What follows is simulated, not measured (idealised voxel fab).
The following is a process module called voxel wiring stack.
225 nm wide, 5 nm square cells: that's cross-section cut.
A cross-section is a grid of square cells, given in bands from the top down. A band is one or more rows of cells.
A band entry consists of two parts. The first gives the height of the band's top and the height of its bottom, in nm. The rest lists the band's materials from left to right, each with its width in nm. A single material labelled with the word "throughout" fills the band from edge to edge, and the word "blank" marks empty space.
Heights are measured from 0, the level below which the as-received wafer is all one material; the lowest band has no bottom and continues downward, written as in "0 nm and below".
The two numbers in a width such as "30->40" mark its ends across the band: the first belongs to the top row of cells, the second to the bottom row, and from each row to the next the width moves by the same amount.
The designation "stayed the same", where it is given for a processing step, indicates that no cell of the cross-section was altered in the course of that step.
Entry "Unvented voids". Content: empty spaces with no open connection to the top, size 8 cells or greater. Each: width x height at distance. Distance: from left edge. Unit: nm.
Heads up: the bit after the settings on a step's line is the simulator's remark on that step.
On any step carrying a mask, the "overlay nm" setting, if present on the step's line, tells how far right of its planned place the mask lay; negative values point to the left.
**Process steps - plan**
1: op RECEIVE | material Si
2: op CONFORMAL_DEP | material SiO2 | thk nm 15
3: op CONFORMAL_DEP | material SiN | thk nm 5
4: op DIRECTIONAL_DEP | material lowk | thk nm 20
5: op MASKED_ETCH | tone open | mask id METAL_1 | width nm 25 | pitch nm 55 | etch materials lowk | depth nm 20 | overlay nm 0
6: op MASKED_ETCH | tone open | mask id METAL_1 | width nm 25 | pitch nm 55 | etch materials SiN | depth nm 5 | overlay nm 0
7: op CONFORMAL_DEP | material TiN | thk nm 5
8: op FILL_DEP | material Cu | thk nm 5
9: op CMP | height nm 40
10: op EPI | material Ru | thk nm 5
11: op FILL_DEP | material SiCN | thk nm 5
12: op DIRECTIONAL_DEP | material SiO2 | thk nm 20
13: op MASKED_ETCH | tone open | mask id PLUG_1 | width nm 15 | etch materials SiO2 | depth nm 20 | overlay nm 0
14: op MASKED_ETCH | tone open | mask id PLUG_1 | width nm 15 | etch materials SiCN | depth nm 5 | overlay nm 0
15: op CONFORMAL_DEP | material TiN | thk nm 5
16: op FILL_DEP | material Cu | thk nm 5
17: op CMP | height nm 70
18: op DIRECTIONAL_DEP | material TiN | thk nm 5
19: op DIRECTIONAL_DEP | material W | thk nm 25
20: op DIRECTIONAL_DEP | material aC | thk nm 10
21: op PATTERN | tone cover | mask id METAL_2 | material resist | width nm 25 | pitch nm 55 | thk nm 30 | overlay nm 0
22: op DIRECTIONAL_ETCH | etch materials aC | depth nm 10
23: op STRIP | etch materials resist
24: op DIRECTIONAL_ETCH | etch materials W | depth nm 15
25: op DIRECTIONAL_ETCH | etch materials TiN | depth nm 5
26: op STRIP | etch materials aC
27: op FILL_DEP | material lowk | thk nm 5
28: op CMP | height nm 100
29: op CONFORMAL_DEP | material SiCN | thk nm 5
30: op DIRECTIONAL_DEP | material lowk | thk nm 30
31: op PATTERN | tone open | mask id METAL_3 | material resist | width nm 25 | pitch nm 55 | thk nm 20 | overlay nm 0
32: op DIRECTIONAL_ETCH | etch materials lowk | depth nm 15
33: op STRIP | etch materials resist
34: op MASKED_ETCH | tone open | mask id METAL_3_HOLES | width nm 15 | etch materials lowk | depth nm 15 | overlay nm 0
35: op MASKED_ETCH | tone open | mask id METAL_3_HOLES | width nm 15 | etch materials SiCN | depth nm 5 | overlay nm 0
36: op CONFORMAL_DEP | material TiN | thk nm 5
37: op FILL_DEP | material Cu | thk nm 5
38: op CMP | height nm 135
39: op CONFORMAL_DEP | material SiCN | thk nm 5
40: op DIRECTIONAL_DEP | material lowk | thk nm 15
41: op MASKED_ETCH | tone open | mask id PLUG_3 | width nm 15 | pitch nm 55 | etch materials lowk | depth nm 15 | overlay nm 0
42: op MASKED_ETCH | tone open | mask id PLUG_3 | width nm 15 | pitch nm 55 | etch materials SiCN | depth nm 5 | overlay nm 0
43: op EPI | material Ru | thk nm 10
44: op EPI | material Ru | thk nm 10
45: op CONFORMAL_DEP | material SiN | thk nm 5
46: op DIRECTIONAL_DEP | material SiO2 | thk nm 15
47: op MASKED_ETCH | tone open | mask id METAL_4 | width nm 25 | pitch nm 55 | etch materials SiO2 | depth nm 15 | overlay nm 0
48: op MASKED_ETCH | tone open | mask id METAL_4 | width nm 25 | pitch nm 55 | etch materials SiN | depth nm 5 | overlay nm 0
49: op CONFORMAL_DEP | material TiN | thk nm 5
50: op FILL_DEP | material Ru | thk nm 5
51: op CMP | height nm 175
52: op CONFORMAL_DEP | material SiN | thk nm 5
It is noted that the wafers described herein are identical at the outset and are distinguished by the depth nm of step 24; the value stated in the plan corresponds to the first wafer.
**First wafer of several, as received: cross-section after step 1**
	0 nm and below: Si throughout
	Unvented voids: none
**Every row in this table is a wafer at the end of the module, and it gives, for each of the materials, the cells that wafer has gained (+) or lost (-) since it was received, then its closed voids**
depth nm 15; +44 Cu; +56 Ru; +154 SiCN; +115 SiN; +408 SiO2; +130 TiN; +120 W; +593 lowk; Unvented voids: none
depth nm 20; +44 Cu; +56 Ru; +154 SiCN; +115 SiN; +408 SiO2; +130 TiN; +85 W; +628 lowk; Unvented voids: none
depth nm 25; +44 Cu; +56 Ru; +154 SiCN; +115 SiN; +408 SiO2; +95 TiN; +50 W; +698 lowk; Unvented voids: none
depth nm 30; +44 Cu; +56 Ru; +154 SiCN; +115 SiN; +408 SiO2; +95 TiN; +50 W; +698 lowk; Unvented voids: none
depth nm 35; +44 Cu; +56 Ru; +154 SiCN; +115 SiN; +408 SiO2; +95 TiN; +50 W; +698 lowk; Unvented voids: none
depth nm 40; +44 Cu; +56 Ru; +154 SiCN; +115 SiN; +408 SiO2; +95 TiN; +50 W; +698 lowk; Unvented voids: none
